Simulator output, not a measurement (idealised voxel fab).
Process module, titled voxel gate over fins
cross-section cut | 240 nm wide | cells 5 nm
Think of the cross-section as a grid of square cells. We describe it in bands, top to bottom, and each band covers one or more rows of those cells.
The entry gives the band's vertical extent as a top height and a bottom height in nm, then its horizontal make-up as materials from left to right, each with a width in nm. "air" stands for empty space; a single material marked "everywhere" fills the band edge to edge.
Heights are reckoned from 0. Under this level, the received wafer is all of one material. The bottommost band is open-ended downward, for example "0 nm and below".
It should be noted that a width expressed as "30 to 40" varies in equal increments from row to row of cells within the band, taking the value of the first number at the top row and that of the second number at the bottom row.
A step reported as "nothing changed" is a step in which no cell of the cross-section changed.
This entry, "Voids, fully enclosed", enumerates those empty regions of no fewer than 8 cells that possess no open connection to the top. Each region is reported in the form width x height at distance, the distance being taken from the left edge, with all three quantities expressed in nm.
The remark found on a step's line after its settings is issued by the simulator itself and pertains to that step.
overlay nm: for a step with a mask, the amount by which the mask lay right of where it was planned; a negative amount means left of it.

[Here's what the planned process steps look like]
1,RECEIVE,material Si
2,CONFORMAL_DEP,material SiN,thk nm 10
3,MASKED_ETCH,tone cover,mask id FINS,width nm 15,pitch nm 55,etch materials SiN,depth nm 10,overlay nm 0
4,MASKED_ETCH,tone cover,mask id FINS,width nm 15,pitch nm 55,etch materials Si,depth nm 30,overlay nm 0
5,FILL_DEP,material SiO2,thk nm 10
6,CMP,height nm 10
7,PATTERN,tone open,mask id RAIL,material resist,width nm 15,thk nm 20,overlay nm 0
8,DIRECTIONAL_ETCH,etch materials SiO2,depth nm 35
9,STRIP,etch materials resist
10,CONFORMAL_DEP,material TiN,thk nm 5
11,FILL_DEP,material Ru,thk nm 5
12,CMP,height nm 10
13,SELECTIVE_ETCH,etch materials W Ru TiN,depth nm 30
14,FILL_DEP,material SiO2,thk nm 5
15,CMP,height nm 10
16,SELECTIVE_ETCH,etch materials SiO2,depth nm 20
17,STRIP,etch materials SiN
18,CONFORMAL_DEP,material HfO2,thk nm 5
19,CONFORMAL_DEP,material TiN,thk nm 5
20,FILL_DEP,material W,thk nm 10
21,CMP,height nm 15
22,CONFORMAL_DEP,material SiCN,thk nm 10

[Step 1 complete: cross-section of the wafer as received]
- 0 nm and below | Si everywhere
- Voids, fully enclosed: none

[Same starting wafer, same plan as above, one mistake in the execution; this is the cross-section at the end of the module]
- 25 nm to 15 nm | SiCN everywhere
- 15 nm to 10 nm | W everywhere
- 10 nm to 5 nm | 45 nm W / 35 nm TiN / 20 nm W / 35 nm TiN / 20 nm W / 35 nm TiN / 50 nm W
- 5 nm to 0 nm | 45 nm W / 5 nm TiN / 25 nm HfO2 / 5 nm TiN / 20 nm W / 5 nm TiN / 25 nm HfO2 / 5 nm TiN / 20 nm W / 5 nm TiN / 25 nm HfO2 / 5 nm TiN / 50 nm W
- 0 nm to -5 nm | 50 nm TiN / 5 nm HfO2 / 15 nm Si / 5 nm HfO2 / 30 nm TiN / 5 nm HfO2 / 15 nm Si / 5 nm HfO2 / 30 nm TiN / 5 nm HfO2 / 15 nm Si / 5 nm HfO2 / 55 nm TiN
- -5 nm to -10 nm | 55 nm HfO2 / 15 nm Si / 40 nm HfO2 / 15 nm Si / 40 nm HfO2 / 15 nm Si / 60 nm HfO2
- -10 nm to -20 nm | 55 nm SiO2 / 15 nm Si / 40 nm SiO2 / 15 nm Si / 40 nm SiO2 / 15 nm Si / 60 nm SiO2
- -20 nm to -25 nm | 55 nm TiN / 15 nm Si / 10 nm TiN / 15 nm SiO2 / 15 nm TiN / 15 nm Si / 40 nm TiN / 15 nm Si / 60 nm TiN
- -25 nm to -30 nm | 55 nm SiO2 / 15 nm Si / 40 nm SiO2 / 15 nm Si / 40 nm SiO2 / 15 nm Si / 60 nm SiO2
- -30 nm and below | Si everywhere
- Voids, fully enclosed: none
Want to know what went wrong? step 7 off recipe, ran as PATTERN,tone cover,mask id RAIL,material resist,width nm 15,thk nm 20,overlay nm 0
